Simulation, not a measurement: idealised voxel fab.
Process module in this document: voxel self aligned contacts
Xsec cut, 240 nm wide, square cell size 5 nm.
Throughout this document, each cross-section is represented as a grid of square cells and is presented as a sequence of bands enumerated from the top downward, where a band comprises one or more rows of cells. This entry defines a band. It first specifies the height of the band's top and the height of its bottom in nm, and then specifies the band's materials from left to right, stating each material with its width in nm. The word "all across" identifies a single material that fills the band from edge to edge, while the word "empty" identifies empty space. A quick word on heights: they are counted from 0, and under that level the wafer as it came to us is one material throughout. The lowest band is different from the rest in having no bottom; it simply continues downward, written as in "0 down". Graded width ("30->40"): value in top row of band = first number; value in bottom row = second number; row-to-row change constant. "same as before" (step): cross-section cells unchanged, all of them. Reported under the label "Voids, enclosed" are the empty spaces having no open way to the top and comprising 8 cells or more; the notation for each is width x height at distance, in which the distance is measured from the left edge and all three values are in nm. after a step's settings: what the simulator itself notes on the step. overlay nm: step with mask; distance mask lay right of planned place; negative value = left of planned place.

### plan
1. RECEIVE,material Si
2. OXIDIZE,depth nm 5
3. DIRECTIONAL_DEP,material polySi,thk nm 30
4. DIRECTIONAL_DEP,material SiN,thk nm 20
5. PATTERN,tone cover,mask id GATE,material resist,width nm 25,pitch nm 70,thk nm 20,overlay nm 0
6. DIRECTIONAL_ETCH,etch materials SiN,depth nm 20
7. DIRECTIONAL_ETCH,etch materials polySi,depth nm 30
8. STRIP,etch materials resist
9. CONFORMAL_DEP,material SiN,thk nm 10
10. DIRECTIONAL_ETCH,etch materials SiN,depth nm 10
11. FILL_DEP,material SiO2,thk nm 10
12. CMP,height nm 55
13. PATTERN,tone open,mask id CONTACT,material resist,width nm 55,thk nm 15,overlay nm 0
14. DIRECTIONAL_ETCH,etch materials SiO2,depth nm 60
15. STRIP,etch materials resist
16. CONFORMAL_DEP,material TiN,thk nm 5
17. FILL_DEP,material W,thk nm 10
18. CMP,height nm 55
19. CONFORMAL_DEP,material SiCN,thk nm 5

### Received-state cross-section, reflecting completion of step 1
    0 down: Si all across
    Voids, enclosed: none

### Result of the module, cross-sectioned: start per above, plan per above, one error in how it was run
    60 to 55: SiCN all across
    55 to 50: SiO2 (90); TiN (20); W (15); TiN (20); SiO2 (95)
    50 to 30: SiO2 (60); SiN (45); TiN (5); W (15); TiN (5); SiN (45); SiO2 (65)
    30 to 5: SiO2 (60); SiN (10); polySi (25); SiN (10); TiN (5); W (15); TiN (5); SiN (10); polySi (25); SiN (10); SiO2 (65)
    5 to 0: SiO2 (60); SiN (10); polySi (25); SiN (10); TiN (25); SiN (10); polySi (25); SiN (10); SiO2 (65)
    0 down: Si all across
    Voids, enclosed: none
Here's what went sideways: yeah, step 2 of the plan got skipped, never ran
